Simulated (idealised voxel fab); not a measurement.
Name of the process module below: voxel plated lines
Cross-section cut: width 180 nm, square cells of 5 nm.
Cross-section format: a grid of square cells, given as bands from top to bottom; each band is one or more rows of cells.
First you get the band's top height and its bottom height, in nm, and then the materials it's made of, left to right, with each width in nm. If you see a single material with "edge to edge", that one covers the band edge to edge. "empty" is empty space.
It should be noted that heights are counted from 0, beneath which the wafer as supplied is of one material throughout, and that the lowest band possesses no lower boundary but continues downward, as written in "0 down".
You'd read "30..40" like this: the band's top row of cells is as wide as the first number, its bottom row is as wide as the second, and going down, every row changes width by the same amount as the row before did.
Reading "no modifications" for a step: not a cell of the cross-section changed in it.
Under "Enclosed voids" you'll find the enclosed gaps, the ones with no way out to the top, that are 8 cells or bigger; each reads width x height at distance, with distance counted from the left edge, everything in nm.
Note: text after step settings on the step line = simulator remark on that step.
Each step line may optionally specify "overlay nm", which for a step with a mask gives the rightward distance between the mask's planned place and where it lay, a negative value indicating the leftward direction.

### Set out below are the planned steps of the process
1: RECEIVE (material Si)
2: CONFORMAL_DEP (material Al2O3; thk nm 15)
3: DIRECTIONAL_DEP (material TiN; thk nm 5)
4: PATTERN (tone open; mask id LINES; material resist; width nm 15; pitch nm 35; thk nm 25; overlay nm 0)
5: EPI (material Ru; thk nm 10)
6: EPI (material Ru; thk nm 10)
7: STRIP (etch materials resist)
8: DIRECTIONAL_ETCH (etch materials TiN; depth nm 5)
9: CONFORMAL_DEP (material SiO2; thk nm 10)

### Received-state cross-section, reflecting completion of step 1
  0 down  Si edge to edge
  Enclosed voids: none

### The first of the two wafers as seen in cross-section once the module was finished; processing followed the plan
  50 to 40  55 of empty | 70 of SiO2 | 55 of empty
  40 to 25  55 of empty | 10 of SiO2 | 15 of Ru | 20 of SiO2 | 15 of Ru | 10 of SiO2 | 55 of empty
  25 to 20  65 of SiO2 | 15 of Ru | 20 of SiO2 | 15 of Ru | 65 of SiO2
  20 to 15  65 of SiO2 | 15 of TiN | 20 of SiO2 | 15 of TiN | 65 of SiO2
  15 to 0  Al2O3 edge to edge
  0 down  Si edge to edge
  Enclosed voids: none

### Second of two wafers, module complete, sectioned: it shares the first wafer's start and plan but was run with one mistake
  60 to 50  55 of empty | 70 of SiO2 | 55 of empty
  50 to 35  55 of empty | 10 of SiO2 | 15 of Ru | 20 of SiO2 | 15 of Ru | 10 of SiO2 | 55 of empty
  35 to 30  65 of SiO2 | 15 of Ru | 20 of SiO2 | 15 of Ru | 65 of SiO2
  30 to 25  65 of SiO2 | 15 of TiN | 20 of SiO2 | 15 of TiN | 65 of SiO2
  25 to 0  Al2O3 edge to edge
  0 down  Si edge to edge
  Enclosed voids: none
Which mistake was made when the wafer was run? heads up, step 2 didn't go per plan, it actually ran as CONFORMAL_DEP (material Al2O3; thk nm 25)
The closing comparison, in cells, has the second wafer with more or fewer of some materials than the first: Al2O3: 72 more
